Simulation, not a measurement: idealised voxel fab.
Documented hereafter: the process module known as voxel fin reveal.
Square cell edge 5 nm, section width 230 nm, ID cut.
Cross-section = grid of square cells, listed top down in bands; band = one or more rows.
This entry defines a band. It first specifies the height of the band's top and the height of its bottom in nm, and then specifies the band's materials from left to right, stating each material with its width in nm. The word "edge to edge" identifies a single material that fills the band from edge to edge, while the word "blank" identifies empty space.
Zero point of the height axis is 0; under it, received wafer = one material. Lowest band: continues down indefinitely, "0 nm and below".
Width: "30..40" (first number = top row, second number = bottom row, same change from row to row of cells).
Basically "everything unchanged" means that step didn't change any cell in the cross-section.
Enclosed voids (no open way to top), threshold 8 cells or more, entry "Enclosed void listing", notation width x height at distance, distance from left edge, nm.
What comes after the settings on a step's line is commentary from the simulator itself on that step.
The setting "overlay nm" may be written on the line of a step. When the step uses a mask, the value reports how far to the right of the planned place the mask lay, and a negative value reports that it lay to the left.

Steps planned for the process
step 1: RECEIVE,material Si
step 2: CONFORMAL_DEP,material SiN,thk nm 10
step 3: MASKED_ETCH,tone cover,mask id FINS,width nm 15,pitch nm 45,etch materials SiN,depth nm 10,overlay nm 0
step 4: MASKED_ETCH,tone cover,mask id FINS,width nm 15,pitch nm 45,etch materials Si,depth nm 35,overlay nm 0
step 5: OXIDIZE,depth nm 5
step 6: FILL_DEP,material SiO2,thk nm 15
step 7: CMP,height nm 10
step 8: SELECTIVE_ETCH,etch materials SiO2,depth nm 25
step 9: STRIP,etch materials SiN
step 10: CONFORMAL_DEP,material SiO2,thk nm 5

Cross-section: wafer on arrival = after step 1
> 0 nm and below = Si edge to edge
> Enclosed void listing: none

The cross-section shown corresponds to the wafer at the conclusion of the module. The initial structure and the process plan are those presented above; however, one mistake occurred in executing the plan
> 5 nm to 0 nm = 85 blank, then 15 SiN, then 30 blank, then 15 SiN, then 85 blank
> 0 nm to -10 nm = 85 blank, then 5 SiN, then 5 Si, then 5 SiN, then 30 blank, then 5 SiN, then 5 Si, then 5 SiN, then 85 blank
> -10 nm to -15 nm = 90 SiN, then 5 Si, then 40 SiN, then 5 Si, then 90 SiN
> -15 nm to -40 nm = 90 SiO2, then 5 Si, then 40 SiO2, then 5 Si, then 90 SiO2
> -40 nm and below = Si edge to edge
> Enclosed void listing: none
Error vs. plan: step 10 was processed under conditions differing from the plan, specifically as CONFORMAL_DEP,material SiN,thk nm 5
